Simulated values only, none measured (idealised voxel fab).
This is a process module. Its name is voxel self aligned contacts.
Pictured: cross-section cut, 215 nm wide, on a grid of 5 nm square cells.
This document writes a cross-section as a grid whose cells are square, and gives it as bands, listed from the top down; one or more rows of cells form a band. For a band, the entry starts with two heights in nm, that of the top and then that of the bottom, and carries on with the band's materials in order from left to right, each alongside its width in nm; the word "all across" beside a single material means it fills the band edge to edge, and "empty" means empty space. Height datum 0, below which the as-received substrate wafer is one material. Lowest band open at the bottom, running downward: "from 0 down". Top row gets the first number, bottom row gets the second, and each row in between changes by the same step: that is how a band width like "30..40" works. Where the words "changes: none" appear for a step, the cross-section shows no cell changed by that step; every cell remained as before. "Sealed internal cavities" enumerates empty spaces isolated from the top, with no open way to it, that contain at least 8 cells, giving each as width x height at distance from the left edge, all three in nm. Past the settings on a step's line: simulator remark, on that step. Each step line may optionally specify "overlay nm", which for a step with a mask gives the rightward distance between the mask's planned place and where it lay, a negative value indicating the leftward direction.

The following list gives the planned process steps
| 1 | op RECEIVE | material Si |
| 2 | op OXIDIZE | depth nm 5 |
| 3 | op DIRECTIONAL_DEP | material polySi | thk nm 20 |
| 4 | op DIRECTIONAL_DEP | material SiN | thk nm 20 |
| 5 | op PATTERN | tone cover | mask id GATE | material resist | width nm 25 | pitch nm 60 | thk nm 20 | overlay nm 0 |
| 6 | op DIRECTIONAL_ETCH | etch materials SiN | depth nm 20 |
| 7 | op DIRECTIONAL_ETCH | etch materials polySi | depth nm 20 |
| 8 | op STRIP | etch materials resist |
| 9 | op CONFORMAL_DEP | material SiN | thk nm 10 |
| 10 | op DIRECTIONAL_ETCH | etch materials SiN | depth nm 10 |
| 11 | op FILL_DEP | material SiO2 | thk nm 15 |
| 12 | op CMP | height nm 45 |
| 13 | op DIRECTIONAL_DEP | material aC | thk nm 15 |
| 14 | op PATTERN | tone open | mask id CONTACT | material resist | width nm 45 | pitch nm 60 | thk nm 35 | overlay nm 0 |
| 15 | op DIRECTIONAL_ETCH | etch materials aC | depth nm 15 |
| 16 | op STRIP | etch materials resist |
| 17 | op DIRECTIONAL_ETCH | etch materials SiO2 | depth nm 50 |
| 18 | op STRIP | etch materials aC |
| 19 | op CONFORMAL_DEP | material TiN | thk nm 5 |
| 20 | op FILL_DEP | material W | thk nm 5 |
| 21 | op CMP | height nm 45 |
| 22 | op CONFORMAL_DEP | material SiN | thk nm 5 |

Cross-section of the wafer upon arrival, representing the state reached after step 1
* from 0 down: Si all across
* Sealed internal cavities: none

The first of two wafers, cross-sectioned at the end of the module, with the run proceeding as planned
* from 50 to 45: SiN all across
* from 45 to 40: 55 of SiO2, 20 of TiN, 5 of W, 20 of TiN, 15 of SiO2, 20 of TiN, 5 of W, 20 of TiN, 55 of SiO2
* from 40 to 20: 25 of SiO2, 45 of SiN, 5 of TiN, 5 of W, 5 of TiN, 45 of SiN, 5 of TiN, 5 of W, 5 of TiN, 45 of SiN, 25 of SiO2
* from 20 to 0: 25 of SiO2, 10 of SiN, 25 of polySi, 10 of SiN, 5 of TiN, 5 of W, 5 of TiN, 10 of SiN, 25 of polySi, 10 of SiN, 5 of TiN, 5 of W, 5 of TiN, 10 of SiN, 25 of polySi, 10 of SiN, 25 of SiO2
* from 0 to -5: 70 of SiO2, 15 of TiN, 45 of SiO2, 15 of TiN, 70 of SiO2
* from -5 down: Si all across
* Sealed internal cavities: none

Second wafer of the two, sectioned at the end of the module. It began like the first and followed the same plan, but one mistake was made while running it
* from 50 to 45: SiN all across
* from 45 to 20: 20 of SiO2, 55 of SiN, 5 of TiN, 55 of SiN, 5 of TiN, 55 of SiN, 20 of SiO2
* from 20 to 5: 20 of SiO2, 15 of SiN, 25 of polySi, 15 of SiN, 5 of TiN, 15 of SiN, 25 of polySi, 15 of SiN, 5 of TiN, 15 of SiN, 25 of polySi, 15 of SiN, 20 of SiO2
* from 5 to 0: 35 of SiN, 25 of polySi, 35 of SiN, 25 of polySi, 35 of SiN, 25 of polySi, 35 of SiN
* from 0 to -5: SiO2 all across
* from -5 down: Si all across
* Sealed internal cavities: none
Plan not followed: step 9 ran differently from the plan; actual operation with settings: op CONFORMAL_DEP | material SiN | thk nm 15
The final cell counts differ between the wafers, with the second having more or fewer of some materials than the first: SiN +91 | SiO2 -35 | TiN -38 | W -18
